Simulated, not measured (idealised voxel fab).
Process module under the name voxel transistor to metal
The cross-section on display is named cut; it measures 140 nm wide, and its cells are 5 nm squares.
Cross-sections here: square-cell grids, written as top-down lists of bands, a band being one or more rows of cells. Top, bottom (nm), then materials left to right with widths (nm); lone material tagged "all across" fills the whole band edge to edge; "blank" = empty space. Heights are measured from 0, the level below which the as-received wafer is all one material; the lowest band has no bottom and continues downward, written as in "z 0 and below". Top row gets the first number, bottom row gets the second, and each row in between changes by the same step: that is how a band width like "30 to 40" works. Take "identical to before" at face value: in the step it is given for, the cross-section changed in none of its cells. Each empty space that has no open way to the top and spans at least 8 cells appears under "Sealed-off cavities" as width x height at distance, the distance counted from the left edge, all in nm. Post-settings text on a step line: simulator's own remark regarding the step. Regarding "overlay nm": on a step with a mask, it is the distance the mask lay to the right of its planned place; a negative value places it to the left.

# Planned step list for the process
1) op RECEIVE | material Si
2) op OXIDIZE | depth nm 5
3) op CONFORMAL_DEP | material SiN | thk nm 15
4) op DIRECTIONAL_DEP | material aC | thk nm 15
5) op PATTERN | tone cover | mask id ACTIVE | material resist | width nm 105 | thk nm 30 | overlay nm 0
6) op DIRECTIONAL_ETCH | etch materials aC | depth nm 15
7) op STRIP | etch materials resist
8) op DIRECTIONAL_ETCH | etch materials SiN | depth nm 15
9) op DIRECTIONAL_ETCH | etch materials SiO2 | depth nm 5
10) op DIRECTIONAL_ETCH | etch materials Si | depth nm 20
11) op STRIP | etch materials aC
12) op OXIDIZE | depth nm 5
13) op FILL_DEP | material SiO2 | thk nm 5
14) op CMP | height nm 15
15) op SELECTIVE_ETCH | etch materials SiO2 | depth nm 10
16) op STRIP | etch materials SiN
17) op SELECTIVE_ETCH | etch materials SiO2 | depth nm 5
18) op OXIDIZE | depth nm 5
19) op DIRECTIONAL_DEP | material polySi | thk nm 30
20) op DIRECTIONAL_DEP | material SiCN | thk nm 15
21) op PATTERN | tone cover | mask id GATE | material resist | width nm 25 | thk nm 20 | overlay nm 0
22) op DIRECTIONAL_ETCH | etch materials SiCN | depth nm 25
23) op DIRECTIONAL_ETCH | etch materials polySi | depth nm 40
24) op STRIP | etch materials resist
25) op CONFORMAL_DEP | material SiN | thk nm 5
26) op DIRECTIONAL_ETCH | etch materials SiN | depth nm 5
27) op DIRECTIONAL_ETCH | etch materials SiO2 | depth nm 5
28) op DIRECTIONAL_ETCH | etch materials Si | depth nm 15
29) op EPI | material nSi | thk nm 15
30) op FILL_DEP | material SiO2 | thk nm 5
31) op CMP | height nm 40
32) op DIRECTIONAL_DEP | material SiO2 | thk nm 10
33) op MASKED_ETCH | tone open | mask id CONTACT | width nm 20 | pitch nm 75 | etch materials SiO2 | depth nm 60 | overlay nm 0
34) op CONFORMAL_DEP | material TiN | thk nm 5
35) op FILL_DEP | material Ru | thk nm 5
36) op CMP | height nm 50
37) op DIRECTIONAL_DEP | material TiN | thk nm 5
38) op DIRECTIONAL_DEP | material Ru | thk nm 20
39) op DIRECTIONAL_DEP | material aC | thk nm 15
40) op PATTERN | tone cover | mask id METAL_1 | material resist | width nm 20 | pitch nm 75 | thk nm 35 | overlay nm 0
41) op DIRECTIONAL_ETCH | etch materials aC | depth nm 15
42) op STRIP | etch materials resist
43) op DIRECTIONAL_ETCH | etch materials Ru | depth nm 20
44) op DIRECTIONAL_ETCH | etch materials TiN | depth nm 5
45) op STRIP | etch materials aC
46) op CONFORMAL_DEP | material SiCN | thk nm 5
47) op FILL_DEP | material lowk | thk nm 10
48) op CMP | height nm 75
49) op CONFORMAL_DEP | material SiN | thk nm 5

# Cross-section of the wafer as it came to us, i.e., already through step 1
* z 0 and below: Si all across
* Sealed-off cavities: none

# First of two wafers: cross-section at end of module, run per plan
* z 80 to 75: SiN all across
* z 75 to 55: lowk (15), then SiCN (5), then Ru (20), then SiCN (5), then lowk (45), then SiCN (5), then Ru (20), then SiCN (5), then lowk (20)
* z 55 to 50: SiCN (20), then TiN (20), then SiCN (55), then TiN (20), then SiCN (25)
* z 50 to 40: SiO2 (20), then TiN (5), then Ru (10), then TiN (5), then SiO2 (55), then TiN (5), then Ru (10), then TiN (5), then SiO2 (25)
* z 40 to 25: SiO2 (20), then TiN (5), then Ru (10), then TiN (5), then SiO2 (10), then SiN (5), then SiCN (25), then SiN (5), then SiO2 (10), then TiN (5), then Ru (10), then TiN (5), then SiO2 (25)
* z 25 to 10: SiO2 (20), then TiN (5), then Ru (10), then TiN (5), then SiO2 (10), then SiN (5), then polySi (25), then SiN (5), then SiO2 (10), then TiN (5), then Ru (10), then TiN (5), then SiO2 (25)
* z 10 to 5: SiO2 (20), then TiN (5), then Ru (5), then TiN (10), then SiO2 (10), then SiN (5), then polySi (25), then SiN (5), then SiO2 (10), then TiN (10), then Ru (5), then TiN (5), then SiO2 (25)
* z 5 to 0: SiO2 (20), then TiN (5), then Ru (5), then TiN (5), then nSi (15), then SiN (5), then polySi (25), then SiN (5), then nSi (15), then TiN (5), then Ru (5), then TiN (5), then SiO2 (25)
* z 0 to -5: SiO2 (10), then SiN (5), then SiO2 (5), then TiN (5), then Ru (5), then TiN (5), then nSi (15), then SiN (5), then polySi (25), then SiN (5), then nSi (15), then TiN (5), then Ru (5), then TiN (5), then SiO2 (5), then SiN (5), then SiO2 (15)
* z -5 to -10: SiO2 (20), then TiN (15), then nSi (15), then SiO2 (35), then nSi (15), then TiN (15), then SiO2 (25)
* z -10 to -25: SiO2 (20), then nSi (30), then Si (35), then nSi (30), then SiO2 (25)
* z -25 to -30: SiO2 (20), then Si (95), then SiO2 (25)
* z -30 and below: Si all across
* Sealed-off cavities: none

# Wafer two, end of module, cross-section. Same start, same plan as wafer one. One mistake in the run
* z 80 to 75: SiN all across
* z 75 to 55: lowk (15), then SiCN (5), then Ru (20), then SiCN (5), then lowk (45), then SiCN (5), then Ru (20), then SiCN (5), then lowk (20)
* z 55 to 50: SiCN (20), then TiN (20), then SiCN (55), then TiN (20), then SiCN (25)
* z 50 to 40: SiO2 (20), then TiN (5), then Ru (10), then TiN (5), then SiO2 (55), then TiN (5), then Ru (10), then TiN (5), then SiO2 (25)
* z 40 to 35: SiO2 (20), then TiN (5), then Ru (10), then TiN (5), then SiO2 (10), then SiN (5), then SiCN (25), then SiN (5), then SiO2 (10), then TiN (5), then Ru (10), then TiN (5), then SiO2 (25)
* z 35 to 30: SiCN (10), then SiN (5), then SiO2 (5), then TiN (20), then SiO2 (10), then SiN (5), then SiCN (25), then SiN (5), then SiO2 (10), then TiN (20), then SiO2 (5), then SiN (5), then SiCN (15)
* z 30 to 25: polySi (10), then SiCN (115), then polySi (15)
* z 25 to 0: polySi all across
* z 0 to -5: SiO2 (10), then polySi (115), then SiO2 (15)
* z -5 to -10: SiO2 all across
* z -10 to -30: SiO2 (20), then Si (95), then SiO2 (25)
* z -30 and below: Si all across
* Sealed-off cavities: none
Run error: the plan had its step 20 run twice
Heads up, by the end the second wafer has more or fewer cells of some materials compared to the first: 26 fewer of Ru; 36 more of Si; 23 more of SiCN; 14 fewer of SiN; 71 fewer of SiO2; 32 fewer of TiN; 54 fewer of nSi; 138 more of polySi
